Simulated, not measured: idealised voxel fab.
The name of this process module is voxel self aligned contacts.
Square cell edge 5 nm, section width 210 nm, ID cut.
Cross-sections here: square-cell grids, written as top-down lists of bands, a band being one or more rows of cells. Each band's line starts with the height of the band's top and of its bottom, in nm. Then come its materials from left to right, each with its width in nm. One material with "throughout" fills the band from edge to edge. "blank" is empty space. Heads up on the height convention: 0 is the point under which the incoming wafer is all one material, and the lowest band has no bottom, it just keeps going down, like "0 and below". Width: "30->40" (first number = top row, second number = bottom row, same change from row to row of cells). Take "stayed the same" at face value: in the step it is given for, the cross-section changed in none of its cells. The entry titled "Trapped void list" provides the empty spaces that have no open way to the top, restricted to those of 8 cells or more. Each is presented as width x height at distance, the distance being measured from the left edge, with all three in nm. Note: text after step settings on the step line = simulator remark on that step. The "overlay nm" setting may appear on a step's line; for a step that uses a mask, it gives how far to the right of its planned position the mask lay, and a negative value indicates the left.

This section lists the process steps that were planned
1: RECEIVE | material Si
2: CONFORMAL_DEP | material SiO2 | thk nm 5
3: DIRECTIONAL_DEP | material polySi | thk nm 30
4: DIRECTIONAL_DEP | material SiN | thk nm 15
5: MASKED_ETCH | tone cover | mask id GATE | width nm 30 | pitch nm 55 | etch materials SiN | depth nm 15 | overlay nm 0
6: MASKED_ETCH | tone cover | mask id GATE | width nm 30 | pitch nm 55 | etch materials polySi | depth nm 30 | overlay nm 0
7: CONFORMAL_DEP | material SiN | thk nm 5
8: DIRECTIONAL_ETCH | etch materials SiN | depth nm 5
9: FILL_DEP | material SiO2 | thk nm 20
10: CMP | height nm 60
11: MASKED_ETCH | tone open | mask id CONTACT | width nm 35 | etch materials SiO2 | depth nm 50 | overlay nm 0
12: CONFORMAL_DEP | material TiN | thk nm 5
13: FILL_DEP | material Ru | thk nm 5
14: CMP | height nm 60
15: CONFORMAL_DEP | material SiCN | thk nm 5
Wafer-to-wafer difference: depth nm, step 11. Common start. Plan = first wafer's value.

first wafer as received, after step 1
- 0 and below | Si throughout
- Trapped void list: none

At the end of the module, after its last step, step 15, the first of several wafers appears in cross-section as follows
- 65 down to 60 | SiCN throughout
- 60 down to 50 | 85 nm SiO2, 5->15 nm TiN, 25->5 nm Ru, 5->15 nm TiN, 90 nm SiO2
- 50 down to 35 | 55 nm SiO2, 40 nm SiN, 5 nm TiN, 5 nm Ru, 5 nm TiN, 40 nm SiN, 60 nm SiO2
- 35 down to 15 | 55 nm SiO2, 5 nm SiN, 30 nm polySi, 5 nm SiN, 5 nm TiN, 5 nm Ru, 5 nm TiN, 5 nm SiN, 30 nm polySi, 5 nm SiN, 60 nm SiO2
- 15 down to 10 | 55 nm SiO2, 5 nm SiN, 30 nm polySi, 5 nm SiN, 15 nm TiN, 5 nm SiN, 30 nm polySi, 5 nm SiN, 60 nm SiO2
- 10 down to 5 | 55 nm SiO2, 5 nm SiN, 30 nm polySi, 5 nm SiN, 15 nm SiO2, 5 nm SiN, 30 nm polySi, 5 nm SiN, 60 nm SiO2
- 5 down to 0 | SiO2 throughout
- 0 and below | Si throughout
- Trapped void list: none

X-section, last wafer, module end
- 65 down to 60 | SiCN throughout
- 60 down to 50 | 85 nm SiO2, 5->15 nm TiN, 25->5 nm Ru, 5->15 nm TiN, 90 nm SiO2
- 50 down to 35 | 55 nm SiO2, 40 nm SiN, 5 nm TiN, 5 nm Ru, 5 nm TiN, 40 nm SiN, 60 nm SiO2
- 35 down to 5 | 55 nm SiO2, 5 nm SiN, 30 nm polySi, 5 nm SiN, 5 nm TiN, 5 nm Ru, 5 nm TiN, 5 nm SiN, 30 nm polySi, 5 nm SiN, 60 nm SiO2
- 5 down to 0 | 95 nm SiO2, 15 nm TiN, 100 nm SiO2
- 0 and below | Si throughout
- Trapped void list: none

The following table contains a row per wafer, in which are reported, at the conclusion of the module, the cells of each material gained (+) or lost (-) since the wafer's receipt, with its closed voids given thereafter
depth nm 50 | +13 Ru | +42 SiCN | +72 SiN | +322 SiO2 | +25 TiN | +72 polySi | Trapped void list: none
depth nm 55 | +14 Ru | +42 SiCN | +72 SiN | +319 SiO2 | +27 TiN | +72 polySi | Trapped void list: none
depth nm 60 | +15 Ru | +42 SiCN | +72 SiN | +316 SiO2 | +29 TiN | +72 polySi | Trapped void list: none
depth nm 65 | +15 Ru | +42 SiCN | +72 SiN | +316 SiO2 | +29 TiN | +72 polySi | Trapped void list: none
depth nm 70 | +15 Ru | +42 SiCN | +72 SiN | +316 SiO2 | +29 TiN | +72 polySi | Trapped void list: none
depth nm 75 | +15 Ru | +42 SiCN | +72 SiN | +316 SiO2 | +29 TiN | +72 polySi | Trapped void list: none
